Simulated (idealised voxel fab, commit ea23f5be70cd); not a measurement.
process module | voxel gate over fins
cross-section cut | 295 nm wide | cells 5 nm
A cross-section is a grid of square cells, given in bands from the top down. A band is one or more rows of cells.
Each band's line starts with the height of the band's top and of its bottom, in nm. Then come its materials from left to right, each with its width in nm. One material with "throughout" fills the band from edge to edge. "air" is empty space.
Height 0 is the level under which the wafer as received is all one material. The lowest band goes on downwards, as in "0 down".
A width such as "30 to 40" changes by the same amount from each row of cells to the next, from the band's top row to its bottom row.
"no change" after a step means that no cell of the cross-section changed.
closed voids: empty space of 8 cells or more with no open way to the top, each as width x height at its distance from the left edge, in nm
after a step's settings: what the simulator itself notes on the step
overlay nm, on a step with a mask: how far to the right of its planned place the mask lay; to the left if negative
plan
1 op RECEIVE | material Si
2 op CONFORMAL_DEP | material SiN | thk nm 5
3 op MASKED_ETCH | tone cover | mask id FINS | width nm 15 | pitch nm 45 | etch materials SiN | depth nm 5 | overlay nm 0
4 op MASKED_ETCH | tone cover | mask id FINS | width nm 15 | pitch nm 45 | etch materials Si | depth nm 35 | overlay nm 0
5 op FILL_DEP | material SiO2 | thk nm 15
6 op CMP | height nm 5
7 op SELECTIVE_ETCH | etch materials SiO2 | depth nm 20
8 op STRIP | etch materials SiN
9 op CONFORMAL_DEP | material HfO2 | thk nm 5
10 op CONFORMAL_DEP | material TiN | thk nm 5
11 op CONFORMAL_DEP | material TiAl | thk nm 5
12 op CONFORMAL_DEP | material TiN | thk nm 5
13 op FILL_DEP | material W | thk nm 10
14 op CMP | height nm 25
15 op CONFORMAL_DEP | material SiN | thk nm 5
as received, after step 1
  0 down: Si throughout
  closed voids: none
first wafer at the end, as planned
  30 to 25: SiN throughout
  25 to 20: W throughout
  20 to 15: W 50 | TiN 190 | W 55
  15 to 10: W 50 | TiN 5 | TiAl 180 | TiN 5 | W 55
  10 to 5: W 50 | TiN 5 | TiAl 5 | TiN 35 | TiAl 10 | TiN 35 | TiAl 10 | TiN 35 | TiAl 10 | TiN 35 | TiAl 5 | TiN 5 | W 55
  5 to 0: TiN 55 | TiAl 5 | TiN 5 | HfO2 25 | TiN 5 | TiAl 10 | TiN 5 | HfO2 25 | TiN 5 | TiAl 10 | TiN 5 | HfO2 25 | TiN 5 | TiAl 10 | TiN 5 | HfO2 25 | TiN 5 | TiAl 5 | TiN 60
  0 to -5: TiAl 60 | TiN 5 | HfO2 5 | Si 15 | HfO2 5 | TiN 5 | TiAl 10 | TiN 5 | HfO2 5 | Si 15 | HfO2 5 | TiN 5 | TiAl 10 | TiN 5 | HfO2 5 | Si 15 | HfO2 5 | TiN 5 | TiAl 10 | TiN 5 | HfO2 5 | Si 15 | HfO2 5 | TiN 5 | TiAl 65
  -5 to -10: TiN 65 | HfO2 5 | Si 15 | HfO2 5 | TiN 20 | HfO2 5 | Si 15 | HfO2 5 | TiN 20 | HfO2 5 | Si 15 | HfO2 5 | TiN 20 | HfO2 5 | Si 15 | HfO2 5 | TiN 70
  -10 to -15: HfO2 70 | Si 15 | HfO2 30 | Si 15 | HfO2 30 | Si 15 | HfO2 30 | Si 15 | HfO2 75
  -15 to -35: SiO2 70 | Si 15 | SiO2 30 | Si 15 | SiO2 30 | Si 15 | SiO2 30 | Si 15 | SiO2 75
  -35 down: Si throughout
  closed voids: none
second wafer at the end: like start, like plan, one mistake
  30 to 25: SiN throughout
  25 to 20: TiN throughout
  20 to 15: TiAl throughout
  15 to 10: TiN throughout
  10 to 5: HfO2 throughout
  5 to 0: W throughout
  0 down: Si throughout
  closed voids: none
what went wrong: step 2 ran as: op CONFORMAL_DEP | material W | thk nm 5
at the end the second wafer has, in cells: 24 fewer of HfO2 | 329 more of Si | 188 fewer of SiO2 | 24 fewer of TiAl | 30 fewer of TiN | 63 fewer of W
